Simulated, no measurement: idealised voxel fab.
Process module in this document: voxel released beams
Each square cell in cross-section cut measures 5 nm, and the section as a whole is 180 nm wide.
In what follows, cross-sections appear as grids of square cells, described through bands that run from the top down, where every band is one or more rows of cells.
For a band, the entry starts with two heights in nm, that of the top and then that of the bottom, and carries on with the band's materials in order from left to right, each alongside its width in nm; the word "full width" beside a single material means it fills the band edge to edge, and "blank" means empty space.
Heights from 0 (as-received wafer is one material below). Bottom band endless downward, as "0 down".
Width "30 to 40": first value at the band's top row of cells, second value at its bottom row, equal change from row to row.
What does "nothing altered" mean for a step? It means no cell of the cross-section changed in that step.
Enclosed voids (no open way to top), threshold 8 cells or more, entry "Cavities, sealed", notation width x height at distance, distance from left edge, nm.
Read whatever lies past the settings on a step's line as the simulator's own remark about the step.
"overlay nm" on a masked step: distance the mask lay right of its planned place, negative for left.

-- Planned process steps
1 op RECEIVE | material Si
2 op CONFORMAL_DEP | material Al2O3 | thk nm 5
3 op DIRECTIONAL_DEP | material SiO2 | thk nm 20
4 op MASKED_ETCH | tone open | mask id ANCHOR | width nm 40 | etch materials SiO2 | depth nm 20 | overlay nm -15
5 op CONFORMAL_DEP | material SiN | thk nm 15
6 op PATTERN | tone cover | mask id BEAM | material resist | width nm 105 | thk nm 15 | overlay nm 0
7 op DIRECTIONAL_ETCH | etch materials SiN | depth nm 15
8 op STRIP | etch materials resist
9 op STRIP | etch materials SiO2
The overlay nm used in step 4 is not the same on every wafer, whereas the starting condition is; the value printed in the plan is the first wafer's.

-- first wafer as received, after step 1
  0 down = Si full width
  Cavities, sealed: none

-- Wafer cross-section (first of several) - module end, post step 9 (last step)
  40 to 25 = 35 nm blank  5 nm SiN  10 nm blank  90 nm SiN  40 nm blank
  25 to 20 = 25 nm blank  15 nm SiN  10 nm blank  15 nm SiN  115 nm blank
  20 to 5 = 25 nm blank  40 nm SiN  115 nm blank
  5 to 0 = Al2O3 full width
  0 down = Si full width
  Cavities, sealed: none

-- At the end of the module, the last of several wafers in cross-section
  40 to 25 = 35 nm blank  35 nm SiN  10 nm blank  60 nm SiN  40 nm blank
  25 to 20 = 55 nm blank  15 nm SiN  10 nm blank  15 nm SiN  85 nm blank
  20 to 5 = 55 nm blank  40 nm SiN  85 nm blank
  5 to 0 = Al2O3 full width
  0 down = Si full width
  Cavities, sealed: none

-- End of module, by wafer: material-by-material cell gain (+) or loss (-) since receipt, then closed voids
overlay nm -15; +36 Al2O3; +87 SiN; Cavities, sealed: none
overlay nm -10; +36 Al2O3; +87 SiN; Cavities, sealed: none
overlay nm -5; +36 Al2O3; +87 SiN; Cavities, sealed: none
overlay nm 0; +36 Al2O3; +87 SiN; Cavities, sealed: none
overlay nm 5; +36 Al2O3; +87 SiN; Cavities, sealed: none
overlay nm 10; +36 Al2O3; +87 SiN; Cavities, sealed: none
overlay nm 15; +36 Al2O3; +87 SiN; Cavities, sealed: none
